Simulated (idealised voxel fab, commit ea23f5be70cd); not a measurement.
process module | voxel self aligned vias
cross-section cut | 265 nm wide | cells 5 nm
A cross-section is a grid of square cells, given in bands from the top down. A band is one or more rows of cells.
Each band's line starts with the height of the band's top and of its bottom, in nm. Then come its materials from left to right, each with its width in nm. One material with "throughout" fills the band from edge to edge. "air" is empty space.
Height 0 is the level under which the wafer as received is all one material. The lowest band goes on downwards, as in "0 down".
A width such as "30 to 40" changes by the same amount from each row of cells to the next, from the band's top row to its bottom row.
"no change" after a step means that no cell of the cross-section changed.
closed voids: empty space of 8 cells or more with no open way to the top, each as width x height at its distance from the left edge, in nm
after a step's settings: what the simulator itself notes on the step
overlay nm, on a step with a mask: how far to the right of its planned place the mask lay; to the left if negative
plan
1 op RECEIVE | material Si
2 op CONFORMAL_DEP | material SiO2 | thk nm 15
3 op CONFORMAL_DEP | material SiCN | thk nm 5
4 op DIRECTIONAL_DEP | material SiO2 | thk nm 30
5 op MASKED_ETCH | tone open | mask id LINES | width nm 25 | pitch nm 60 | etch materials SiO2 | depth nm 30 | overlay nm 0
6 op CONFORMAL_DEP | material TiN | thk nm 5
7 op FILL_DEP | material W | thk nm 5
8 op CMP | height nm 50
9 op SELECTIVE_ETCH | etch materials W Ru TiN | depth nm 10
10 op FILL_DEP | material SiN | thk nm 10
11 op CMP | height nm 50
12 op DIRECTIONAL_DEP | material SiO2 | thk nm 15
13 op MASKED_ETCH | tone open | mask id VIAS | width nm 45 | pitch nm 60 | etch materials SiO2 | depth nm 15 | overlay nm 0
14 op MASKED_ETCH | tone open | mask id VIAS | width nm 45 | pitch nm 60 | etch materials SiN | depth nm 10 | overlay nm 0
15 op CONFORMAL_DEP | material TiN | thk nm 5
16 op FILL_DEP | material Ru | thk nm 5
17 op CMP | height nm 65
18 op CONFORMAL_DEP | material SiCN | thk nm 5
as received, after step 1
  0 down: Si throughout
  closed voids: none
a wafer at the end: this start, this plan, one mistake
  70 to 65: SiCN throughout
  65 to 45: SiO2 50 | TiN 5 | Ru 35 | TiN 5 | SiO2 15 | TiN 5 | Ru 35 | TiN 5 | SiO2 15 | TiN 5 | Ru 35 | TiN 5 | SiO2 50
  45 to 40: SiO2 50 | TiN 45 | SiO2 15 | TiN 45 | SiO2 15 | TiN 45 | SiO2 50
  40 to 35: SiO2 50 | TiN 15 | W 15 | TiN 15 | SiO2 15 | TiN 15 | W 15 | TiN 15 | SiO2 15 | TiN 15 | W 15 | TiN 15 | SiO2 50
  35 to 25: SiO2 60 | TiN 5 | W 15 | TiN 5 | SiO2 35 | TiN 5 | W 15 | TiN 5 | SiO2 35 | TiN 5 | W 15 | TiN 5 | SiO2 60
  25 to 20: SiO2 60 | TiN 25 | SiO2 35 | TiN 25 | SiO2 35 | TiN 25 | SiO2 60
  20 to 15: SiCN throughout
  15 to 0: SiO2 throughout
  0 down: Si throughout
  closed voids: none
what went wrong: step 13 was run twice
